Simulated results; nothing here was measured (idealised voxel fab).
The process module presented herein is designated voxel capacitor over wiring.
Pictured: cross-section cut, 265 nm wide, on a grid of 5 nm square cells.
We lay out every cross-section as a grid of square cells and spell it out in bands from the top down, where one band means one or more rows of cells. Per band: top height and bottom height in nm, followed by the left-to-right materials and their widths in nm; "everywhere" marks a single material spanning edge to edge, "empty" marks empty space. Beneath 0, the wafer as received is one material, and that level is where height counting begins. The lowest band goes on downward without a bottom; it is written like "z 0 and below". Width "30..40": first value at the band's top row of cells, second value at its bottom row, equal change from row to row. A step reported as "remained unchanged" is a step in which no cell of the cross-section changed. "Entrapped void list" - sealed voids, min. 8 cells, no opening to top; format: width x height at distance (distance from left edge; nm throughout). Text after the settings on a step's line: the simulator's own remark on that step. overlay nm: right-of-plan distance of the mask on a masked step; negative values mean left-of-plan.
## These are the steps we planned for the process
| 1 | RECEIVE (material Si) |
| 2 | CONFORMAL_DEP (material SiO2; thk nm 10) |
| 3 | DIRECTIONAL_DEP (material TiN; thk nm 5) |
| 4 | DIRECTIONAL_DEP (material Ru; thk nm 15) |
| 5 | MASKED_ETCH (tone cover; mask id METAL_1; width nm 20; pitch nm 70; etch materials Ru; depth nm 15; overlay nm 0) |
| 6 | MASKED_ETCH (tone cover; mask id METAL_1; width nm 20; pitch nm 70; etch materials TiN; depth nm 5; overlay nm 0) |
| 7 | CONFORMAL_DEP (material SiCN; thk nm 5) |
| 8 | FILL_DEP (material lowk; thk nm 10) |
| 9 | CMP (height nm 30) |
| 10 | CONFORMAL_DEP (material SiCN; thk nm 5) |
| 11 | DIRECTIONAL_DEP (material lowk; thk nm 20) |
| 12 | PATTERN (tone open; mask id PLUG_1; material resist; width nm 15; thk nm 15; overlay nm 0) |
| 13 | DIRECTIONAL_ETCH (etch materials lowk; depth nm 20) |
| 14 | DIRECTIONAL_ETCH (etch materials SiCN; depth nm 5) |
| 15 | STRIP (etch materials resist) |
| 16 | CONFORMAL_DEP (material TiN; thk nm 5) |
| 17 | FILL_DEP (material Cu; thk nm 10) |
| 18 | CMP (height nm 55) |
| 19 | DIRECTIONAL_DEP (material TiN; thk nm 5) |
| 20 | DIRECTIONAL_DEP (material HfO2; thk nm 5) |
| 21 | DIRECTIONAL_DEP (material TiN; thk nm 5) |
| 22 | PATTERN (tone cover; mask id UPPER_PLATE; material resist; width nm 55; thk nm 20; overlay nm 0) |
| 23 | DIRECTIONAL_ETCH (etch materials TiN; depth nm 5) |
| 24 | DIRECTIONAL_ETCH (etch materials HfO2; depth nm 5) |
| 25 | STRIP (etch materials resist) |
| 26 | MASKED_ETCH (tone cover; mask id LOWER_PLATE; width nm 65; etch materials TiN; depth nm 5; overlay nm 0) |
| 27 | FILL_DEP (material SiO2; thk nm 15) |
| 28 | CMP (height nm 80) |
| 29 | PATTERN (tone open; mask id PLUG_2; material resist; width nm 15; thk nm 20; overlay nm 0) |
| 30 | DIRECTIONAL_ETCH (etch materials SiO2; depth nm 10) |
| 31 | STRIP (etch materials resist) |
| 32 | CONFORMAL_DEP (material TiN; thk nm 5) |
| 33 | FILL_DEP (material Cu; thk nm 10) |
| 34 | CMP (height nm 80) |
| 35 | CONFORMAL_DEP (material SiN; thk nm 5) |
## Cross-section, incoming material, after step 1
z 0 and below | Si everywhere
Entrapped void list: none
## End-of-module XS, first of two wafers, run as planned
z 85 to 80 | SiN everywhere
z 80 to 75 | SiO2: 100 | TiN: 5 | Cu: 5 | TiN: 5 | SiO2: 150
z 75 to 65 | SiO2: 100..90 | TiN: 15..55 | SiO2: 150..120
z 65 to 60 | SiO2: 90 | HfO2: 55 | SiO2: 120
z 60 to 55 | SiO2: 85 | TiN: 65 | SiO2: 115
z 55 to 35 | lowk: 90 | TiN: 5 | Cu: 5 | TiN: 5 | lowk: 160
z 35 to 30 | SiCN: 90 | TiN: 15 | SiCN: 160
z 30 to 15 | lowk: 80 | SiCN: 5 | Ru: 20 | SiCN: 5 | lowk: 40 | SiCN: 5 | Ru: 20 | SiCN: 5 | lowk: 85
z 15 to 10 | SiCN: 85 | TiN: 20 | SiCN: 50 | TiN: 20 | SiCN: 90
z 10 to 0 | SiO2 everywhere
z 0 and below | Si everywhere
Entrapped void list: none
## Cross-section, second wafer: same start as the first, same plan as the first, one mistake in running it; taken at the end of the module
z 85 to 80 | SiN everywhere
z 80 to 75 | SiO2: 100 | TiN: 5 | Cu: 5 | TiN: 5 | SiO2: 150
z 75 to 65 | SiO2: 100..90 | TiN: 15..55 | SiO2: 150..120
z 65 to 60 | SiO2: 90 | HfO2: 55 | SiO2: 120
z 60 to 55 | SiO2: 85 | TiN: 65 | SiO2: 115
z 55 to 50 | lowk: 90 | TiN: 5 | Cu: 5 | TiN: 5 | lowk: 160
z 50 to 45 | SiCN: 90 | TiN: 15 | SiCN: 160
z 45 to 35 | lowk everywhere
z 35 to 30 | lowk: 80 | SiCN: 30 | lowk: 40 | SiCN: 30 | lowk: 85
z 30 to 15 | lowk: 80 | SiCN: 5 | Ru: 20 | SiCN: 5 | lowk: 40 | SiCN: 5 | Ru: 20 | SiCN: 5 | lowk: 85
z 15 to 10 | SiCN: 85 | TiN: 20 | SiCN: 50 | TiN: 20 | SiCN: 90
z 10 to 0 | SiO2 everywhere
z 0 and below | Si everywhere
Entrapped void list: none
Want to know what went wrong? step 9 of the plan: omitted, not performed
Counted in cells at the end, the second wafer holds more or fewer of these materials than the first: -3 Cu, +12 SiCN, -6 TiN, -3 lowk
